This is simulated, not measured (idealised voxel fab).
This section sets out a process module, namely voxel air gaps.
This is section cut - it's 260 nm across, gridded in 5 nm square cells.
If you're reading a cross-section in this doc, picture square cells in a grid; it comes to you as bands, top ones listed first down to the bottom, and a band can be one or more rows of cells.
Basically the band line says how high the top is and how high the bottom is, in nm, and then what's in it from left to right, every material with its width in nm. Empty space shows up as "blank", and if a single material carries "full width" it runs the full band edge to edge.
Heights are reckoned from 0. Under this level, the received wafer is all of one material. The bottommost band is open-ended downward, for example "0 and below".
The notation "30->40" denotes a width that varies across the rows of cells in the band, beginning at the first number in the top row, finishing at the second number in the bottom row, and changing by an identical amount from each row to the next.
The designation "no alterations made", where it is given for a processing step, indicates that no cell of the cross-section was altered in the course of that step.
Enclosed voids (no open way to top), threshold 8 cells or more, entry "Enclosed empty spaces", notation width x height at distance, distance from left edge, nm.
What comes after the settings on a step's line is commentary from the simulator itself on that step.
"overlay nm" on a masked step: distance the mask lay right of its planned place, negative for left.

# Listed below are the process steps as planned
1. RECEIVE, material Si
2. CONFORMAL_DEP, material SiO2, thk nm 15
3. CONFORMAL_DEP, material SiCN, thk nm 5
4. DIRECTIONAL_DEP, material lowk, thk nm 35
5. DIRECTIONAL_DEP, material aC, thk nm 15
6. PATTERN, tone open, mask id LINES, material resist, width nm 25, pitch nm 50, thk nm 35, overlay nm 0
7. DIRECTIONAL_ETCH, etch materials aC, depth nm 15
8. STRIP, etch materials resist
9. DIRECTIONAL_ETCH, etch materials lowk, depth nm 35
10. STRIP, etch materials aC
11. CONFORMAL_DEP, material TiN, thk nm 5
12. FILL_DEP, material Cu, thk nm 5
13. CMP, height nm 55
14. EPI, material Ru, thk nm 10
15. SELECTIVE_ETCH, etch materials lowk, depth nm 45
16. CONFORMAL_DEP, material SiCN, thk nm 5

# Incoming wafer in cross-section (state: after step 1)
> 0 and below | Si full width
> Enclosed empty spaces: none

# Cross-sectional result after module completion. Note: starting condition and plan are unchanged from above; one processing mistake was made
> 70 down to 65 | blank 25 nm, then SiCN 205 nm, then blank 30 nm
> 65 down to 55 | blank 25 nm, then SiCN 5 nm, then Ru 45 nm, then SiCN 5 nm, then Ru 45 nm, then SiCN 5 nm, then Ru 45 nm, then SiCN 5 nm, then Ru 45 nm, then SiCN 5 nm, then blank 30 nm
> 55 down to 50 | blank 25 nm, then SiCN 15 nm, then TiN 5 nm, then Cu 15 nm, then TiN 5 nm, then SiCN 25 nm, then TiN 5 nm, then Cu 15 nm, then TiN 5 nm, then SiCN 25 nm, then TiN 5 nm, then Cu 15 nm, then TiN 5 nm, then SiCN 25 nm, then TiN 5 nm, then Cu 15 nm, then TiN 5 nm, then SiCN 15 nm, then blank 30 nm
> 50 down to 25 | blank 35 nm, then SiCN 5 nm, then TiN 5 nm, then Cu 15 nm, then TiN 5 nm, then SiCN 5 nm, then blank 15 nm, then SiCN 5 nm, then TiN 5 nm, then Cu 15 nm, then TiN 5 nm, then SiCN 5 nm, then blank 15 nm, then SiCN 5 nm, then TiN 5 nm, then Cu 15 nm, then TiN 5 nm, then SiCN 5 nm, then blank 15 nm, then SiCN 5 nm, then TiN 5 nm, then Cu 15 nm, then TiN 5 nm, then SiCN 5 nm, then blank 40 nm
> 25 down to 20 | SiCN 40 nm, then TiN 25 nm, then SiCN 25 nm, then TiN 25 nm, then SiCN 25 nm, then TiN 25 nm, then SiCN 25 nm, then TiN 25 nm, then SiCN 45 nm
> 20 down to 0 | SiO2 full width
> 0 and below | Si full width
> Enclosed empty spaces: 15 x 25 at 70; 15 x 25 at 120; 15 x 25 at 170
Plan not followed: not per plan at step 3, really ran CONFORMAL_DEP, material SiO2, thk nm 5
